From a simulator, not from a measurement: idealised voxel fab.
The document below concerns the process module designated voxel trench capacitor.
This is section cut - it's 160 nm across, gridded in 5 nm square cells.
For the purposes of this document, a cross-section shall be understood as a grid of square cells, specified as bands listed in top-to-bottom order, each band consisting of one or more rows of cells. First you get the band's top height and its bottom height, in nm, and then the materials it's made of, left to right, with each width in nm. If you see a single material with "throughout", that one covers the band edge to edge. "air" is empty space. All heights in this document are referenced to 0, defined as the level beneath which the wafer, as received, consists entirely of one material. The lowest band is not bounded below; it extends indefinitely downward and is written in the form "0 down". The notation "30->40" denotes a width that varies across the rows of cells in the band, beginning at the first number in the top row, finishing at the second number in the bottom row, and changing by an identical amount from each row to the next. When a step is marked "no alteration", none of the cells in the cross-section changed during that step. "Trapped cavities": sealed empty spaces, 8 cells or more, no open way to top, listed width x height at distance, with distance from the left edge and width, height and distance in nm. On a step's line, text after the settings is the simulator commenting on that step. The optional step-line setting "overlay nm" applies to steps with a mask and quantifies how far to the right of its planned location the mask lay, a negative value indicating leftward placement.

The process steps that were planned are listed below
- 1: RECEIVE,material Si
- 2: CONFORMAL_DEP,material SiN,thk nm 5
- 3: DIRECTIONAL_DEP,material aC,thk nm 15
- 4: PATTERN,tone open,mask id TRENCH,material resist,width nm 15,pitch nm 35,thk nm 30,overlay nm 0
- 5: DIRECTIONAL_ETCH,etch materials aC,depth nm 15
- 6: STRIP,etch materials resist
- 7: DIRECTIONAL_ETCH,etch materials SiN,depth nm 5
- 8: DIRECTIONAL_ETCH,etch materials Si,depth nm 25
- 9: STRIP,etch materials aC
- 10: CONFORMAL_DEP,material Al2O3,thk nm 5
- 11: FILL_DEP,material polySi,thk nm 5
- 12: CMP,height nm 5

As-received wafer cross-section (after step 1)
    0 down: Si throughout
    Trapped cavities: none

Sectioned view, first of two wafers, at the close of the module, processed as intended in the plan
    5 to 0: SiN: 55; Al2O3: 5; polySi: 5; Al2O3: 5; SiN: 20; Al2O3: 5; polySi: 5; Al2O3: 5; SiN: 55
    0 to -20: Si: 55; Al2O3: 5; polySi: 5; Al2O3: 5; Si: 20; Al2O3: 5; polySi: 5; Al2O3: 5; Si: 55
    -20 to -25: Si: 55; Al2O3: 15; Si: 20; Al2O3: 15; Si: 55
    -25 down: Si throughout
    Trapped cavities: none

Wafer two, sectioned after the module: the first wafer's start, the first wafer's plan, and one mistake in how it was run
    5 to 0: SiN: 45; Al2O3: 5; polySi: 5; Al2O3: 5; SiN: 20; Al2O3: 5; polySi: 5; Al2O3: 5; SiN: 65
    0 to -20: Si: 45; Al2O3: 5; polySi: 5; Al2O3: 5; Si: 20; Al2O3: 5; polySi: 5; Al2O3: 5; Si: 65
    -20 to -25: Si: 45; Al2O3: 15; Si: 20; Al2O3: 15; Si: 65
    -25 down: Si throughout
    Trapped cavities: none
Run error: step 4, actual vs plan mismatch, actual run PATTERN,tone open,mask id TRENCH,material resist,width nm 15,pitch nm 35,thk nm 30,overlay nm -10
Heads up: at the end the two wafers have identical cell counts per material, they're just laid out differently.
